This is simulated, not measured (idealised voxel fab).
process module | voxel transistor to metal
cross-section cut | 155 nm wide | cells 5 nm
A cross-section is a grid of square cells, given in bands from the top down. A band is one or more rows of cells.
Each band's line starts with the height of the band's top and of its bottom, in nm. Then come its materials from left to right, each with its width in nm. One material with "throughout" fills the band from edge to edge. "air" is empty space.
Height 0 is the level under which the wafer as received is all one material. The lowest band goes on downwards, as in "0 down".
A width such as "30 to 40" changes by the same amount from each row of cells to the next, from the band's top row to its bottom row.
"no change" after a step means that no cell of the cross-section changed.
closed voids: empty space of 8 cells or more with no open way to the top, each as width x height at its distance from the left edge, in nm
after a step's settings: what the simulator itself notes on the step
overlay nm, on a step with a mask: how far to the right of its planned place the mask lay; to the left if negative
plan
1 op RECEIVE | material Si
2 op CONFORMAL_DEP | material SiO2 | thk nm 5
3 op CONFORMAL_DEP | material SiN | thk nm 10
4 op PATTERN | tone cover | mask id ACTIVE | material resist | width nm 100 | thk nm 20 | overlay nm 0
5 op DIRECTIONAL_ETCH | etch materials SiN | depth nm 10
6 op DIRECTIONAL_ETCH | etch materials SiO2 | depth nm 5
7 op DIRECTIONAL_ETCH | etch materials Si | depth nm 25
8 op STRIP | etch materials resist
9 op OXIDIZE | depth nm 5
10 op FILL_DEP | material SiO2 | thk nm 5
11 op CMP | height nm 15
12 op SELECTIVE_ETCH | etch materials SiO2 | depth nm 5
13 op STRIP | etch materials SiN
14 op SELECTIVE_ETCH | etch materials SiO2 | depth nm 5
15 op OXIDIZE | depth nm 5
16 op DIRECTIONAL_DEP | material polySi | thk nm 30
17 op DIRECTIONAL_DEP | material SiCN | thk nm 15
18 op MASKED_ETCH | tone cover | mask id GATE | width nm 20 | etch materials SiCN | depth nm 25 | overlay nm 0
19 op MASKED_ETCH | tone cover | mask id GATE | width nm 20 | etch materials polySi | depth nm 40 | overlay nm 0
20 op CONFORMAL_DEP | material SiN | thk nm 10
21 op DIRECTIONAL_ETCH | etch materials SiN | depth nm 10
22 op DIRECTIONAL_ETCH | etch materials SiO2 | depth nm 5
23 op EPI | material SiGe | thk nm 5
24 op FILL_DEP | material SiO2 | thk nm 10
25 op CMP | height nm 45
26 op DIRECTIONAL_DEP | material SiO2 | thk nm 10
27 op PATTERN | tone open | mask id CONTACT | material resist | width nm 15 | pitch nm 65 | thk nm 20 | overlay nm 0
28 op DIRECTIONAL_ETCH | etch materials SiO2 | depth nm 55
29 op STRIP | etch materials resist
30 op CONFORMAL_DEP | material TiN | thk nm 5
31 op FILL_DEP | material W | thk nm 5
32 op CMP | height nm 55
33 op DIRECTIONAL_DEP | material TiN | thk nm 5
34 op DIRECTIONAL_DEP | material Ru | thk nm 20
35 op PATTERN | tone cover | mask id METAL_1 | material resist | width nm 15 | pitch nm 65 | thk nm 20 | overlay nm 0
36 op DIRECTIONAL_ETCH | etch materials Ru | depth nm 20
37 op DIRECTIONAL_ETCH | etch materials TiN | depth nm 5
38 op STRIP | etch materials resist
39 op FILL_DEP | material SiO2 | thk nm 10
40 op CMP | height nm 80
41 op CONFORMAL_DEP | material SiCN | thk nm 5
42 op DIRECTIONAL_DEP | material lowk | thk nm 25
43 op DIRECTIONAL_DEP | material aC | thk nm 10
44 op PATTERN | tone open | mask id METAL_2 | material resist | width nm 15 | pitch nm 65 | thk nm 30 | overlay nm 0
45 op DIRECTIONAL_ETCH | etch materials aC | depth nm 10
46 op STRIP | etch materials resist
47 op DIRECTIONAL_ETCH | etch materials lowk | depth nm 15
48 op STRIP | etch materials aC
49 op MASKED_ETCH | tone open | mask id METAL_2_HOLES | width nm 15 | pitch nm 65 | etch materials lowk | depth nm 10 | overlay nm 0
50 op MASKED_ETCH | tone open | mask id METAL_2_HOLES | width nm 15 | pitch nm 65 | etch materials SiCN | depth nm 5 | overlay nm 0
51 op CONFORMAL_DEP | material TiN | thk nm 5
52 op FILL_DEP | material Cu | thk nm 10
53 op CMP | height nm 110
54 op CONFORMAL_DEP | material SiN | thk nm 5
as received, after step 1
  0 down: Si throughout
  closed voids: none
a wafer at the end: this start, this plan, one mistake
  115 to 110: SiN throughout
  110 to 85: lowk 35 | TiN 5 | Cu 5 | TiN 5 | lowk 50 | TiN 5 | Cu 5 | TiN 5 | lowk 40
  85 to 80: SiCN 35 | TiN 15 | SiCN 50 | TiN 15 | SiCN 40
  80 to 75: SiO2 35 | TiN 15 | SiO2 50 | TiN 15 | SiO2 40
  75 to 55: TiN throughout
  55 to 45: SiO2 35 | TiN 5 | W 5 | TiN 5 | SiO2 50 | TiN 5 | W 5 | TiN 5 | SiO2 40
  45 to 30: SiO2 35 | TiN 5 | W 5 | TiN 5 | SiO2 5 | SiN 10 | SiCN 20 | SiN 10 | SiO2 5 | TiN 5 | W 5 | TiN 5 | SiO2 40
  30 to 5: SiO2 35 | TiN 5 | W 5 | TiN 5 | SiO2 5 | SiN 10 | polySi 20 | SiN 10 | SiO2 5 | TiN 5 | W 5 | TiN 5 | SiO2 40
  5 to 0: SiO2 20 | SiN 10 | SiO2 5 | TiN 15 | SiO2 5 | SiN 10 | polySi 20 | SiN 10 | SiO2 5 | TiN 15 | SiO2 5 | SiN 10 | SiO2 25
  0 to -5: SiO2 30 | SiGe 25 | SiO2 40 | SiGe 25 | SiO2 35
  -5 to -30: SiO2 30 | Si 90 | SiO2 35
  -30 down: Si throughout
  closed voids: none
what went wrong: step 34 ran as: op DIRECTIONAL_DEP | material TiN | thk nm 20
